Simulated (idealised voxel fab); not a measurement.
Process module heading - voxel double patterning
Section shown: cut. Width: 255 nm. Cell size: 5 nm, square.
Heads up, the way a cross-section reads in here is a grid of square cells, handed over as bands from the top down, with every band being one or more rows of cells.
In this notation a band is specified by the heights of its top and bottom, in that order and in nm, after which its materials appear from left to right, each paired with its width in nm. The word "edge to edge" attached to a single material means that material fills the band from edge to edge; the word "blank" stands for empty space.
Height is counted from the level 0, under which the received wafer is composed throughout of one material. The lowest of the bands is not closed at the bottom but continues downward, in the notation "0..down".
The width entry "30->40" should be interpreted row by row: the top row of cells in the band takes the first number, the bottom row takes the second number, and the change between adjacent rows is uniform throughout.
Basically "left unchanged" means that step didn't change any cell in the cross-section.
Each empty space that has no open way to the top and spans at least 8 cells appears under "closed voids" as width x height at distance, the distance counted from the left edge, all in nm.
Past the settings on a step's line: simulator remark, on that step.
"overlay nm", when on a step's line for a step with a mask, measures how far to the right of its planned place the mask lay; a negative measure means to the left.
Below is the list of planned process steps:
1,RECEIVE with material Si
2,CONFORMAL_DEP with material SiO2, thk nm 10
3,DIRECTIONAL_DEP with material W, thk nm 15
4,DIRECTIONAL_DEP with material SiCN, thk nm 5
5,DIRECTIONAL_DEP with material aC, thk nm 15
6,PATTERN with tone open, mask id FIRST, material resist, width nm 15, pitch nm 50, thk nm 30, overlay nm 0
7,DIRECTIONAL_ETCH with etch materials aC, depth nm 15
8,STRIP with etch materials resist
9,DIRECTIONAL_ETCH with etch materials SiCN, depth nm 5
10,STRIP with etch materials aC
11,PATTERN with tone open, mask id SECOND, material resist, width nm 15, pitch nm 50, thk nm 15, overlay nm 0
12,DIRECTIONAL_ETCH with etch materials SiCN, depth nm 5
13,STRIP with etch materials resist
14,DIRECTIONAL_ETCH with etch materials W, depth nm 15
15,STRIP with etch materials SiCN
first wafer, as planned:
As-received wafer cross-section (after step 1):
  0..down  Si edge to edge
  closed voids: none
So this is the wafer cross-section right after step 2:
  10..0  SiO2 edge to edge
  Below 0, no change.
So this is the wafer cross-section right after step 3:
  25..10  W edge to edge
  Below 10, no change.
So this is the wafer cross-section right after step 4:
  30..25  SiCN edge to edge
  Below 25, no change.
So this is the wafer cross-section right after step 5:
  45..30  aC edge to edge
  Below 30, no change.
So this is the wafer cross-section right after step 6:
  75..45  resist 70 / blank 15 / resist 35 / blank 15 / resist 35 / blank 15 / resist 70
  Below 45, no change.
So this is the wafer cross-section right after step 7:
  60..45  resist 70 / blank 15 / resist 35 / blank 15 / resist 35 / blank 15 / resist 70
  45..30  aC 70 / blank 15 / aC 35 / blank 15 / aC 35 / blank 15 / aC 70
  Below 30, no change.
So this is the wafer cross-section right after step 8:
  45..30  aC 70 / blank 15 / aC 35 / blank 15 / aC 35 / blank 15 / aC 70
  Below 30, no change.
So this is the wafer cross-section right after step 9:
  45..30  aC 70 / blank 15 / aC 35 / blank 15 / aC 35 / blank 15 / aC 70
  30..25  SiCN 70 / blank 15 / SiCN 35 / blank 15 / SiCN 35 / blank 15 / SiCN 70
  Below 25, no change.
So this is the wafer cross-section right after step 10:
  30..25  SiCN 70 / blank 15 / SiCN 35 / blank 15 / SiCN 35 / blank 15 / SiCN 70
  Below 25, no change.
So this is the wafer cross-section right after step 11:
  45..30  resist 95 / blank 15 / resist 35 / blank 15 / resist 95
  30..25  SiCN 70 / resist 15 / SiCN 35 / resist 15 / SiCN 35 / resist 15 / SiCN 70
  Below 25, no change.
So this is the wafer cross-section right after step 12:
  45..30  resist 95 / blank 15 / resist 35 / blank 15 / resist 95
  30..25  SiCN 70 / resist 15 / SiCN 10 / blank 15 / SiCN 10 / resist 15 / SiCN 10 / blank 15 / SiCN 10 / resist 15 / SiCN 70
  Below 25, no change.
So this is the wafer cross-section right after step 13:
  30..25  SiCN 70 / blank 15 / SiCN 10 / blank 15 / SiCN 10 / blank 15 / SiCN 10 / blank 15 / SiCN 10 / blank 15 / SiCN 70
  Below 25, no change.
So this is the wafer cross-section right after step 14:
  30..25  SiCN 70 / blank 15 / SiCN 10 / blank 15 / SiCN 10 / blank 15 / SiCN 10 / blank 15 / SiCN 10 / blank 15 / SiCN 70
  25..10  W 70 / blank 15 / W 10 / blank 15 / W 10 / blank 15 / W 10 / blank 15 / W 10 / blank 15 / W 70
  Below 10, no change.
So this is the wafer cross-section right after step 15:
  25..10  W 70 / blank 15 / W 10 / blank 15 / W 10 / blank 15 / W 10 / blank 15 / W 10 / blank 15 / W 70
  Below 10, no change.
Second of two: same start, same plan, one run error; steps up to and including 2 match the first:
Here is the second wafer in cross-section at the point where step 3 of the plan should have been done:
  40..10  W edge to edge
  Below 10, no change.
Here is the second wafer in cross-section at the point where step 4 of the plan should have been done:
  45..40  SiCN edge to edge
  Below 40, no change.
Here is the second wafer in cross-section at the point where step 5 of the plan should have been done:
  60..45  aC edge to edge
  Below 45, no change.
Here is the second wafer in cross-section at the point where step 6 of the plan should have been done:
  90..60  resist 70 / blank 15 / resist 35 / blank 15 / resist 35 / blank 15 / resist 70
  Below 60, no change.
Here is the second wafer in cross-section at the point where step 7 of the plan should have been done:
  75..60  resist 70 / blank 15 / resist 35 / blank 15 / resist 35 / blank 15 / resist 70
  60..45  aC 70 / blank 15 / aC 35 / blank 15 / aC 35 / blank 15 / aC 70
  Below 45, no change.
Here is the second wafer in cross-section at the point where step 8 of the plan should have been done:
  60..45  aC 70 / blank 15 / aC 35 / blank 15 / aC 35 / blank 15 / aC 70
  Below 45, no change.
Here is the second wafer in cross-section at the point where step 9 of the plan should have been done:
  60..45  aC 70 / blank 15 / aC 35 / blank 15 / aC 35 / blank 15 / aC 70
  45..40  SiCN 70 / blank 15 / SiCN 35 / blank 15 / SiCN 35 / blank 15 / SiCN 70
  Below 40, no change.
Here is the second wafer in cross-section at the point where step 10 of the plan should have been done:
  45..40  SiCN 70 / blank 15 / SiCN 35 / blank 15 / SiCN 35 / blank 15 / SiCN 70
  Below 40, no change.
Here is the second wafer in cross-section at the point where step 11 of the plan should have been done:
  60..45  resist 95 / blank 15 / resist 35 / blank 15 / resist 95
  45..40  SiCN 70 / resist 15 / SiCN 35 / resist 15 / SiCN 35 / resist 15 / SiCN 70
  Below 40, no change.
Here is the second wafer in cross-section at the point where step 12 of the plan should have been done:
  60..45  resist 95 / blank 15 / resist 35 / blank 15 / resist 95
  45..40  SiCN 70 / resist 15 / SiCN 10 / blank 15 / SiCN 10 / resist 15 / SiCN 10 / blank 15 / SiCN 10 / resist 15 / SiCN 70
  Below 40, no change.
Here is the second wafer in cross-section at the point where step 13 of the plan should have been done:
  45..40  SiCN 70 / blank 15 / SiCN 10 / blank 15 / SiCN 10 / blank 15 / SiCN 10 / blank 15 / SiCN 10 / blank 15 / SiCN 70
  Below 40, no change.
Here is the second wafer in cross-section at the point where step 14 of the plan should have been done:
  45..40  SiCN 70 / blank 15 / SiCN 10 / blank 15 / SiCN 10 / blank 15 / SiCN 10 / blank 15 / SiCN 10 / blank 15 / SiCN 70
  40..25  W 70 / blank 15 / W 10 / blank 15 / W 10 / blank 15 / W 10 / blank 15 / W 10 / blank 15 / W 70
  Below 25, no change.
Here is the second wafer in cross-section at the point where step 15 of the plan should have been done:
  40..25  W 70 / blank 15 / W 10 / blank 15 / W 10 / blank 15 / W 10 / blank 15 / W 10 / blank 15 / W 70
  Below 25, no change.
Want to know what went wrong? the plan's step 3 ran twice
FYI, end of process, the second wafer has more or fewer cells of some materials than the first: W: 153 more
